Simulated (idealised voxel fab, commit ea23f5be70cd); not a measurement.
process module | voxel gate over fins
cross-section cut | 260 nm wide | cells 5 nm
A cross-section is a grid of square cells, given in bands from the top down. A band is one or more rows of cells.
Each band's line starts with the height of the band's top and of its bottom, in nm. Then come its materials from left to right, each with its width in nm. One material with "throughout" fills the band from edge to edge. "air" is empty space.
Height 0 is the level under which the wafer as received is all one material. The lowest band goes on downwards, as in "0 down".
A width such as "30 to 40" changes by the same amount from each row of cells to the next, from the band's top row to its bottom row.
"no change" after a step means that no cell of the cross-section changed.
closed voids: empty space of 8 cells or more with no open way to the top, each as width x height at its distance from the left edge, in nm
after a step's settings: what the simulator itself notes on the step
overlay nm, on a step with a mask: how far to the right of its planned place the mask lay; to the left if negative
plan
1 op RECEIVE | material Si
2 op CONFORMAL_DEP | material SiN | thk nm 5
3 op PATTERN | tone cover | mask id FINS | material resist | width nm 15 | pitch nm 60 | thk nm 20 | overlay nm 0
4 op DIRECTIONAL_ETCH | etch materials SiN | depth nm 5
5 op DIRECTIONAL_ETCH | etch materials Si | depth nm 40
6 op STRIP | etch materials resist
7 op OXIDIZE | depth nm 5
8 op FILL_DEP | material SiO2 | thk nm 10
9 op CMP | height nm 5
10 op PATTERN | tone open | mask id RAIL | material resist | width nm 15 | thk nm 15 | overlay nm 0
11 op DIRECTIONAL_ETCH | etch materials SiO2 | depth nm 40
12 op STRIP | etch materials resist
13 op CONFORMAL_DEP | material TiN | thk nm 5
14 op FILL_DEP | material Ru | thk nm 5
15 op CMP | height nm 5
16 op SELECTIVE_ETCH | etch materials W Ru TiN | depth nm 30
17 op FILL_DEP | material SiO2 | thk nm 5
18 op CMP | height nm 5
19 op SELECTIVE_ETCH | etch materials SiO2 | depth nm 20
20 op STRIP | etch materials SiN
21 op CONFORMAL_DEP | material HfO2 | thk nm 5
22 op CONFORMAL_DEP | material TiN | thk nm 5
23 op CONFORMAL_DEP | material TiAl | thk nm 5
24 op CONFORMAL_DEP | material TiN | thk nm 5
25 op FILL_DEP | material W | thk nm 15
26 op CMP | height nm 30
27 op CONFORMAL_DEP | material SiCN | thk nm 10
first wafer, as planned
as received, after step 1
  0 down: Si throughout
  closed voids: none
after step 2
  5 to 0: SiN throughout
  below 0: unchanged
after step 3
  25 to 5: air 60 | resist 15 | air 45 | resist 15 | air 45 | resist 15 | air 65
  below 5: unchanged
after step 4
  25 to 5: air 60 | resist 15 | air 45 | resist 15 | air 45 | resist 15 | air 65
  5 to 0: air 60 | SiN 15 | air 45 | SiN 15 | air 45 | SiN 15 | air 65
  below 0: unchanged
after step 5
  25 to 5: air 60 | resist 15 | air 45 | resist 15 | air 45 | resist 15 | air 65
  5 to 0: air 60 | SiN 15 | air 45 | SiN 15 | air 45 | SiN 15 | air 65
  0 to -40: air 60 | Si 15 | air 45 | Si 15 | air 45 | Si 15 | air 65
  below -40: unchanged
after step 6
  5 to 0: air 60 | SiN 15 | air 45 | SiN 15 | air 45 | SiN 15 | air 65
  below 0: unchanged
after step 7
  5 to 0: air 60 | SiN 15 | air 45 | SiN 15 | air 45 | SiN 15 | air 65
  0 to -40: air 60 | SiO2 5 | Si 5 | SiO2 5 | air 45 | SiO2 5 | Si 5 | SiO2 5 | air 45 | SiO2 5 | Si 5 | SiO2 5 | air 65
  -40 to -45: SiO2 65 | Si 5 | SiO2 55 | Si 5 | SiO2 55 | Si 5 | SiO2 70
  below -45: unchanged
after step 8
  15 to 5: SiO2 throughout
  5 to 0: SiO2 60 | SiN 15 | SiO2 45 | SiN 15 | SiO2 45 | SiN 15 | SiO2 65
  0 to -45: SiO2 65 | Si 5 | SiO2 55 | Si 5 | SiO2 55 | Si 5 | SiO2 70
  below -45: unchanged
after step 9
  5 to 0: SiO2 60 | SiN 15 | SiO2 45 | SiN 15 | SiO2 45 | SiN 15 | SiO2 65
  below 0: unchanged
after step 10
  20 to 5: resist 90 | air 15 | resist 155
  below 5: unchanged
after step 11
  20 to 5: resist 90 | air 15 | resist 155
  5 to 0: SiO2 60 | SiN 15 | SiO2 15 | air 15 | SiO2 15 | SiN 15 | SiO2 45 | SiN 15 | SiO2 65
  0 to -35: SiO2 65 | Si 5 | SiO2 20 | air 15 | SiO2 20 | Si 5 | SiO2 55 | Si 5 | SiO2 70
  below -35: unchanged
after step 12
  5 to 0: SiO2 60 | SiN 15 | SiO2 15 | air 15 | SiO2 15 | SiN 15 | SiO2 45 | SiN 15 | SiO2 65
  below 0: unchanged
after step 13
  10 to 5: TiN 95 | air 5 | TiN 160
  5 to 0: SiO2 60 | SiN 15 | SiO2 15 | TiN 5 | air 5 | TiN 5 | SiO2 15 | SiN 15 | SiO2 45 | SiN 15 | SiO2 65
  0 to -30: SiO2 65 | Si 5 | SiO2 20 | TiN 5 | air 5 | TiN 5 | SiO2 20 | Si 5 | SiO2 55 | Si 5 | SiO2 70
  -30 to -35: SiO2 65 | Si 5 | SiO2 20 | TiN 15 | SiO2 20 | Si 5 | SiO2 55 | Si 5 | SiO2 70
  below -35: unchanged
after step 14
  15 to 10: Ru throughout
  10 to 5: TiN 95 | Ru 5 | TiN 160
  5 to 0: SiO2 60 | SiN 15 | SiO2 15 | TiN 5 | Ru 5 | TiN 5 | SiO2 15 | SiN 15 | SiO2 45 | SiN 15 | SiO2 65
  0 to -30: SiO2 65 | Si 5 | SiO2 20 | TiN 5 | Ru 5 | TiN 5 | SiO2 20 | Si 5 | SiO2 55 | Si 5 | SiO2 70
  below -30: unchanged
after step 15
  5 to 0: SiO2 60 | SiN 15 | SiO2 15 | TiN 5 | Ru 5 | TiN 5 | SiO2 15 | SiN 15 | SiO2 45 | SiN 15 | SiO2 65
  below 0: unchanged
after step 16
  5 to 0: SiO2 60 | SiN 15 | SiO2 15 | air 15 | SiO2 15 | SiN 15 | SiO2 45 | SiN 15 | SiO2 65
  0 to -25: SiO2 65 | Si 5 | SiO2 20 | air 15 | SiO2 20 | Si 5 | SiO2 55 | Si 5 | SiO2 70
  below -25: unchanged
after step 17
  10 to 5: SiO2 throughout
  5 to 0: SiO2 60 | SiN 15 | SiO2 45 | SiN 15 | SiO2 45 | SiN 15 | SiO2 65
  0 to -25: SiO2 65 | Si 5 | SiO2 55 | Si 5 | SiO2 55 | Si 5 | SiO2 70
  below -25: unchanged
after step 18
  5 to 0: SiO2 60 | SiN 15 | SiO2 45 | SiN 15 | SiO2 45 | SiN 15 | SiO2 65
  below 0: unchanged
after step 19
  5 to 0: air 60 | SiN 15 | air 45 | SiN 15 | air 45 | SiN 15 | air 65
  0 to -15: air 65 | Si 5 | air 55 | Si 5 | air 55 | Si 5 | air 70
  below -15: unchanged
after step 20
  0 to -15: air 65 | Si 5 | air 55 | Si 5 | air 55 | Si 5 | air 70
  below -15: unchanged
after step 21
  5 to 0: air 60 | HfO2 15 | air 45 | HfO2 15 | air 45 | HfO2 15 | air 65
  0 to -10: air 60 | HfO2 5 | Si 5 | HfO2 5 | air 45 | HfO2 5 | Si 5 | HfO2 5 | air 45 | HfO2 5 | Si 5 | HfO2 5 | air 65
  -10 to -15: HfO2 65 | Si 5 | HfO2 55 | Si 5 | HfO2 55 | Si 5 | HfO2 70
  below -15: unchanged
after step 22
  10 to 5: air 55 | TiN 25 | air 35 | TiN 25 | air 35 | TiN 25 | air 60
  5 to 0: air 55 | TiN 5 | HfO2 15 | TiN 5 | air 35 | TiN 5 | HfO2 15 | TiN 5 | air 35 | TiN 5 | HfO2 15 | TiN 5 | air 60
  0 to -5: air 55 | TiN 5 | HfO2 5 | Si 5 | HfO2 5 | TiN 5 | air 35 | TiN 5 | HfO2 5 | Si 5 | HfO2 5 | TiN 5 | air 35 | TiN 5 | HfO2 5 | Si 5 | HfO2 5 | TiN 5 | air 60
  -5 to -10: TiN 60 | HfO2 5 | Si 5 | HfO2 5 | TiN 45 | HfO2 5 | Si 5 | HfO2 5 | TiN 45 | HfO2 5 | Si 5 | HfO2 5 | TiN 65
  below -10: unchanged
after step 23
  15 to 10: air 50 | TiAl 35 | air 25 | TiAl 35 | air 25 | TiAl 35 | air 55
  10 to 5: air 50 | TiAl 5 | TiN 25 | TiAl 5 | air 25 | TiAl 5 | TiN 25 | TiAl 5 | air 25 | TiAl 5 | TiN 25 | TiAl 5 | air 55
  5 to 0: air 50 | TiAl 5 | TiN 5 | HfO2 15 | TiN 5 | TiAl 5 | air 25 | TiAl 5 | TiN 5 | HfO2 15 | TiN 5 | TiAl 5 | air 25 | TiAl 5 | TiN 5 | HfO2 15 | TiN 5 | TiAl 5 | air 55
  0 to -5: TiAl 55 | TiN 5 | HfO2 5 | Si 5 | HfO2 5 | TiN 5 | TiAl 35 | TiN 5 | HfO2 5 | Si 5 | HfO2 5 | TiN 5 | TiAl 35 | TiN 5 | HfO2 5 | Si 5 | HfO2 5 | TiN 5 | TiAl 60
  below -5: unchanged
after step 24
  20 to 15: air 45 | TiN 45 | air 15 | TiN 45 | air 15 | TiN 45 | air 50
  15 to 10: air 45 | TiN 5 | TiAl 35 | TiN 5 | air 15 | TiN 5 | TiAl 35 | TiN 5 | air 15 | TiN 5 | TiAl 35 | TiN 5 | air 50
  10 to 5: air 45 | TiN 5 | TiAl 5 | TiN 25 | TiAl 5 | TiN 5 | air 15 | TiN 5 | TiAl 5 | TiN 25 | TiAl 5 | TiN 5 | air 15 | TiN 5 | TiAl 5 | TiN 25 | TiAl 5 | TiN 5 | air 50
  5 to 0: TiN 50 | TiAl 5 | TiN 5 | HfO2 15 | TiN 5 | TiAl 5 | TiN 25 | TiAl 5 | TiN 5 | HfO2 15 | TiN 5 | TiAl 5 | TiN 25 | TiAl 5 | TiN 5 | HfO2 15 | TiN 5 | TiAl 5 | TiN 55
  below 0: unchanged
after step 25
  35 to 20: W throughout
  20 to 15: W 45 | TiN 45 | W 15 | TiN 45 | W 15 | TiN 45 | W 50
  15 to 10: W 45 | TiN 5 | TiAl 35 | TiN 5 | W 15 | TiN 5 | TiAl 35 | TiN 5 | W 15 | TiN 5 | TiAl 35 | TiN 5 | W 50
  10 to 5: W 45 | TiN 5 | TiAl 5 | TiN 25 | TiAl 5 | TiN 5 | W 15 | TiN 5 | TiAl 5 | TiN 25 | TiAl 5 | TiN 5 | W 15 | TiN 5 | TiAl 5 | TiN 25 | TiAl 5 | TiN 5 | W 50
  below 5: unchanged
after step 26
  30 to 20: W throughout
  below 20: unchanged
after step 27
  40 to 30: SiCN throughout
  below 30: unchanged
second wafer: like start, like plan, one mistake. Through step 9 it matches the first wafer
when step 10 should have ended
  20 to 5: resist 85 | air 25 | resist 150
  below 5: unchanged
when step 11 should have ended
  20 to 5: resist 85 | air 25 | resist 150
  5 to 0: SiO2 60 | SiN 15 | SiO2 10 | air 25 | SiO2 10 | SiN 15 | SiO2 45 | SiN 15 | SiO2 65
  0 to -35: SiO2 65 | Si 5 | SiO2 15 | air 25 | SiO2 15 | Si 5 | SiO2 55 | Si 5 | SiO2 70
  below -35: unchanged
when step 12 should have ended
  5 to 0: SiO2 60 | SiN 15 | SiO2 10 | air 25 | SiO2 10 | SiN 15 | SiO2 45 | SiN 15 | SiO2 65
  below 0: unchanged
when step 13 should have ended
  10 to 5: TiN 90 | air 15 | TiN 155
  5 to 0: SiO2 60 | SiN 15 | SiO2 10 | TiN 5 | air 15 | TiN 5 | SiO2 10 | SiN 15 | SiO2 45 | SiN 15 | SiO2 65
  0 to -30: SiO2 65 | Si 5 | SiO2 15 | TiN 5 | air 15 | TiN 5 | SiO2 15 | Si 5 | SiO2 55 | Si 5 | SiO2 70
  -30 to -35: SiO2 65 | Si 5 | SiO2 15 | TiN 25 | SiO2 15 | Si 5 | SiO2 55 | Si 5 | SiO2 70
  below -35: unchanged
when step 14 should have ended
  15 to 10: Ru throughout
  10 to 5: TiN 90 | Ru 15 | TiN 155
  5 to 0: SiO2 60 | SiN 15 | SiO2 10 | TiN 5 | Ru 15 | TiN 5 | SiO2 10 | SiN 15 | SiO2 45 | SiN 15 | SiO2 65
  0 to -30: SiO2 65 | Si 5 | SiO2 15 | TiN 5 | Ru 15 | TiN 5 | SiO2 15 | Si 5 | SiO2 55 | Si 5 | SiO2 70
  below -30: unchanged
when step 15 should have ended
  5 to 0: SiO2 60 | SiN 15 | SiO2 10 | TiN 5 | Ru 15 | TiN 5 | SiO2 10 | SiN 15 | SiO2 45 | SiN 15 | SiO2 65
  below 0: unchanged
when step 16 should have ended
  5 to 0: SiO2 60 | SiN 15 | SiO2 10 | air 25 | SiO2 10 | SiN 15 | SiO2 45 | SiN 15 | SiO2 65
  0 to -25: SiO2 65 | Si 5 | SiO2 15 | air 25 | SiO2 15 | Si 5 | SiO2 55 | Si 5 | SiO2 70
  below -25: unchanged
when step 17 should have ended
  10 to 5: SiO2 throughout
  5 to 0: SiO2 60 | SiN 15 | SiO2 45 | SiN 15 | SiO2 45 | SiN 15 | SiO2 65
  0 to -25: SiO2 65 | Si 5 | SiO2 55 | Si 5 | SiO2 55 | Si 5 | SiO2 70
  below -25: unchanged
when step 18 should have ended
  5 to 0: SiO2 60 | SiN 15 | SiO2 45 | SiN 15 | SiO2 45 | SiN 15 | SiO2 65
  below 0: unchanged
when step 19 should have ended
  5 to 0: air 60 | SiN 15 | air 45 | SiN 15 | air 45 | SiN 15 | air 65
  0 to -15: air 65 | Si 5 | air 55 | Si 5 | air 55 | Si 5 | air 70
  below -15: unchanged
when step 20 should have ended
  0 to -15: air 65 | Si 5 | air 55 | Si 5 | air 55 | Si 5 | air 70
  below -15: unchanged
when step 21 should have ended
  5 to 0: air 60 | HfO2 15 | air 45 | HfO2 15 | air 45 | HfO2 15 | air 65
  0 to -10: air 60 | HfO2 5 | Si 5 | HfO2 5 | air 45 | HfO2 5 | Si 5 | HfO2 5 | air 45 | HfO2 5 | Si 5 | HfO2 5 | air 65
  -10 to -15: HfO2 65 | Si 5 | HfO2 55 | Si 5 | HfO2 55 | Si 5 | HfO2 70
  below -15: unchanged
when step 22 should have ended
  10 to 5: air 55 | TiN 25 | air 35 | TiN 25 | air 35 | TiN 25 | air 60
  5 to 0: air 55 | TiN 5 | HfO2 15 | TiN 5 | air 35 | TiN 5 | HfO2 15 | TiN 5 | air 35 | TiN 5 | HfO2 15 | TiN 5 | air 60
  0 to -5: air 55 | TiN 5 | HfO2 5 | Si 5 | HfO2 5 | TiN 5 | air 35 | TiN 5 | HfO2 5 | Si 5 | HfO2 5 | TiN 5 | air 35 | TiN 5 | HfO2 5 | Si 5 | HfO2 5 | TiN 5 | air 60
  -5 to -10: TiN 60 | HfO2 5 | Si 5 | HfO2 5 | TiN 45 | HfO2 5 | Si 5 | HfO2 5 | TiN 45 | HfO2 5 | Si 5 | HfO2 5 | TiN 65
  below -10: unchanged
when step 23 should have ended
  15 to 10: air 50 | TiAl 35 | air 25 | TiAl 35 | air 25 | TiAl 35 | air 55
  10 to 5: air 50 | TiAl 5 | TiN 25 | TiAl 5 | air 25 | TiAl 5 | TiN 25 | TiAl 5 | air 25 | TiAl 5 | TiN 25 | TiAl 5 | air 55
  5 to 0: air 50 | TiAl 5 | TiN 5 | HfO2 15 | TiN 5 | TiAl 5 | air 25 | TiAl 5 | TiN 5 | HfO2 15 | TiN 5 | TiAl 5 | air 25 | TiAl 5 | TiN 5 | HfO2 15 | TiN 5 | TiAl 5 | air 55
  0 to -5: TiAl 55 | TiN 5 | HfO2 5 | Si 5 | HfO2 5 | TiN 5 | TiAl 35 | TiN 5 | HfO2 5 | Si 5 | HfO2 5 | TiN 5 | TiAl 35 | TiN 5 | HfO2 5 | Si 5 | HfO2 5 | TiN 5 | TiAl 60
  below -5: unchanged
when step 24 should have ended
  20 to 15: air 45 | TiN 45 | air 15 | TiN 45 | air 15 | TiN 45 | air 50
  15 to 10: air 45 | TiN 5 | TiAl 35 | TiN 5 | air 15 | TiN 5 | TiAl 35 | TiN 5 | air 15 | TiN 5 | TiAl 35 | TiN 5 | air 50
  10 to 5: air 45 | TiN 5 | TiAl 5 | TiN 25 | TiAl 5 | TiN 5 | air 15 | TiN 5 | TiAl 5 | TiN 25 | TiAl 5 | TiN 5 | air 15 | TiN 5 | TiAl 5 | TiN 25 | TiAl 5 | TiN 5 | air 50
  5 to 0: TiN 50 | TiAl 5 | TiN 5 | HfO2 15 | TiN 5 | TiAl 5 | TiN 25 | TiAl 5 | TiN 5 | HfO2 15 | TiN 5 | TiAl 5 | TiN 25 | TiAl 5 | TiN 5 | HfO2 15 | TiN 5 | TiAl 5 | TiN 55
  below 0: unchanged
when step 25 should have ended
  35 to 20: W throughout
  20 to 15: W 45 | TiN 45 | W 15 | TiN 45 | W 15 | TiN 45 | W 50
  15 to 10: W 45 | TiN 5 | TiAl 35 | TiN 5 | W 15 | TiN 5 | TiAl 35 | TiN 5 | W 15 | TiN 5 | TiAl 35 | TiN 5 | W 50
  10 to 5: W 45 | TiN 5 | TiAl 5 | TiN 25 | TiAl 5 | TiN 5 | W 15 | TiN 5 | TiAl 5 | TiN 25 | TiAl 5 | TiN 5 | W 15 | TiN 5 | TiAl 5 | TiN 25 | TiAl 5 | TiN 5 | W 50
  below 5: unchanged
when step 26 should have ended
  30 to 20: W throughout
  below 20: unchanged
when step 27 should have ended
  40 to 30: SiCN throughout
  below 30: unchanged
what went wrong: step 10 ran as: op PATTERN | tone open | mask id RAIL | material resist | width nm 25 | thk nm 15 | overlay nm 0
at the end the second wafer has, in cells: 2 more of Ru | 4 fewer of SiO2 | 2 more of TiN
